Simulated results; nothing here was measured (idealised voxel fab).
The following is a process module called voxel gate over fins.
Cross-section cut: width 295 nm, square cells of 5 nm.
Bands, listed from the top down, are how a cross-section gets written in this document; the cross-section itself is a grid of square cells, and a band is one or more rows of them. Band: top and bottom heights (nm) first, top before bottom; then materials from left to right, widths in nm. "everywhere" marks a sole material filling the band edge to edge. "blank" denotes empty space. Height 0 is the level under which the wafer as received is all one material. The lowest band goes on downwards, as in "0 -> down". Per-row width for "30..40": begins at first number (top row of band), ends at second number (bottom row), increment between rows held constant. The cross-section has no changed cell in any step marked "no modification". Listed in "Closed void catalog": every empty space of 8 or more cells without an open way to the top. Form: width x height at distance, the distance being from the left edge, all in nm. Whatever follows a step's settings on its line is a remark the simulator itself makes about that step. overlay nm: where the mask lay relative to plan, measured to the right, on steps with a mask; negatives go left.
[Process steps (planned)]
1 RECEIVE (material Si)
2 CONFORMAL_DEP (material SiN; thk nm 10)
3 MASKED_ETCH (tone cover; mask id FINS; width nm 15; pitch nm 55; etch materials SiN; depth nm 10; overlay nm 0)
4 MASKED_ETCH (tone cover; mask id FINS; width nm 15; pitch nm 55; etch materials Si; depth nm 35; overlay nm 0)
5 FILL_DEP (material SiO2; thk nm 10)
6 CMP (height nm 10)
7 PATTERN (tone open; mask id RAIL; material resist; width nm 15; thk nm 15; overlay nm 0)
8 DIRECTIONAL_ETCH (etch materials SiO2; depth nm 40)
9 STRIP (etch materials resist)
10 CONFORMAL_DEP (material TiN; thk nm 5)
11 FILL_DEP (material Ru; thk nm 5)
12 CMP (height nm 10)
13 SELECTIVE_ETCH (etch materials W Ru TiN; depth nm 30)
14 FILL_DEP (material SiO2; thk nm 5)
15 CMP (height nm 10)
16 SELECTIVE_ETCH (etch materials SiO2; depth nm 25)
17 STRIP (etch materials SiN)
18 CONFORMAL_DEP (material HfO2; thk nm 5)
19 CONFORMAL_DEP (material TiN; thk nm 5)
20 FILL_DEP (material W; thk nm 10)
21 CMP (height nm 15)
22 CONFORMAL_DEP (material SiCN; thk nm 10)
[Cross-sectional view of the wafer in its as-received condition, corresponding to the state after step 1]
- 0 -> down | Si everywhere
- Closed void catalog: none
[Look at the cross-section after the module: the wafer started out the way shown above and the plan was the one shown above, yet one mistake was made along the way]
- 20 -> 10 | SiCN everywhere
- 10 -> 5 | 100 nm W  35 nm TiN  20 nm W  35 nm TiN  105 nm W
- 5 -> 0 | 100 nm W  5 nm TiN  25 nm HfO2  5 nm TiN  20 nm W  5 nm TiN  25 nm HfO2  5 nm TiN  105 nm W
- 0 -> -5 | 100 nm W  5 nm TiN  5 nm HfO2  15 nm Si  5 nm HfO2  5 nm TiN  20 nm W  5 nm TiN  5 nm HfO2  15 nm Si  5 nm HfO2  5 nm TiN  105 nm W
- -5 -> -10 | 105 nm TiN  5 nm HfO2  15 nm Si  5 nm HfO2  30 nm TiN  5 nm HfO2  15 nm Si  5 nm HfO2  110 nm TiN
- -10 -> -15 | 110 nm HfO2  15 nm Si  40 nm HfO2  15 nm Si  115 nm HfO2
- -15 -> -20 | 110 nm SiO2  15 nm Si  40 nm SiO2  15 nm Si  115 nm SiO2
- -20 -> -25 | 110 nm SiO2  15 nm Si  10 nm SiO2  5 nm TiN  5 nm Ru  5 nm TiN  15 nm SiO2  15 nm Si  115 nm SiO2
- -25 -> -30 | 110 nm SiO2  15 nm Si  10 nm SiO2  15 nm TiN  15 nm SiO2  15 nm Si  115 nm SiO2
- -30 -> -35 | 110 nm SiO2  15 nm Si  40 nm SiO2  15 nm Si  115 nm SiO2
- -35 -> down | Si everywhere
- Closed void catalog: none
Deviation noted in wafer processing: step 21 ran with different settings than intended, the actual operation and settings being CMP (height nm 10)
